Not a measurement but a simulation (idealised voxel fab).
Module name: voxel spacer lines (process module)
The width of the displayed cross-section, cut, is 270 nm; its cells are square, with a size of 5 nm.
For the purposes of this document, a cross-section shall be understood as a grid of square cells, specified as bands listed in top-to-bottom order, each band consisting of one or more rows of cells. It is stipulated that each band's entry specify, in nanometres, the height of the top of the band and then that of its bottom, followed by the materials of the band in left-to-right sequence, each together with its width in nanometres. A single material marked by the word "all across" is understood to fill the band from edge to edge; the word "air" is understood to denote empty space. Beneath 0, the wafer as received is one material, and that level is where height counting begins. The lowest band goes on downward without a bottom; it is written like "top 0, no bottom". Top row gets the first number, bottom row gets the second, and each row in between changes by the same step: that is how a band width like "30 to 40" works. "remains unaltered" means the step left every cell of the cross-section as it was. Each empty space that has no open way to the top and spans at least 8 cells appears under "Enclosed void listing" as width x height at distance, the distance counted from the left edge, all in nm. On each step's line, the part that comes after the settings is the simulator's own comment on the step. A step line may carry the setting "overlay nm", which, for steps involving a mask, states the distance by which the mask lay to the right of its intended position; negative values denote displacement to the left.
## This section lists the process steps that were planned
1,RECEIVE with material Si
2,CONFORMAL_DEP with material SiO2, thk nm 10
3,DIRECTIONAL_DEP with material W, thk nm 15
4,DIRECTIONAL_DEP with material polySi, thk nm 30
5,PATTERN with tone cover, mask id MANDREL, material resist, width nm 25, pitch nm 80, thk nm 40, overlay nm 0
6,DIRECTIONAL_ETCH with etch materials polySi, depth nm 30
7,STRIP with etch materials resist
8,CONFORMAL_DEP with material SiN, thk nm 15
9,DIRECTIONAL_ETCH with etch materials SiN, depth nm 15
10,STRIP with etch materials polySi
11,DIRECTIONAL_ETCH with etch materials W, depth nm 15
12,STRIP with etch materials SiN
13,FILL_DEP with material SiO2, thk nm 10
14,CMP with height nm 25
## The cross-section here shows the wafer as received, i.e. in its state after step 1
* top 0, no bottom: Si all across
* Enclosed void listing: none
## Figure: cross-sectional view of the wafer upon completion of the module, processed from the initial state and according to the plan depicted above, with one error introduced during execution
* top 25, bottom 10: SiO2 (70), W (10), SiO2 (25), W (10), SiO2 (35), W (10), SiO2 (25), W (10), SiO2 (75)
* top 10, bottom 0: SiO2 all across
* top 0, no bottom: Si all across
* Enclosed void listing: none
So what did we get wrong on this run? step 8: run off-plan, actual operation and settings CONFORMAL_DEP with material SiN, thk nm 10
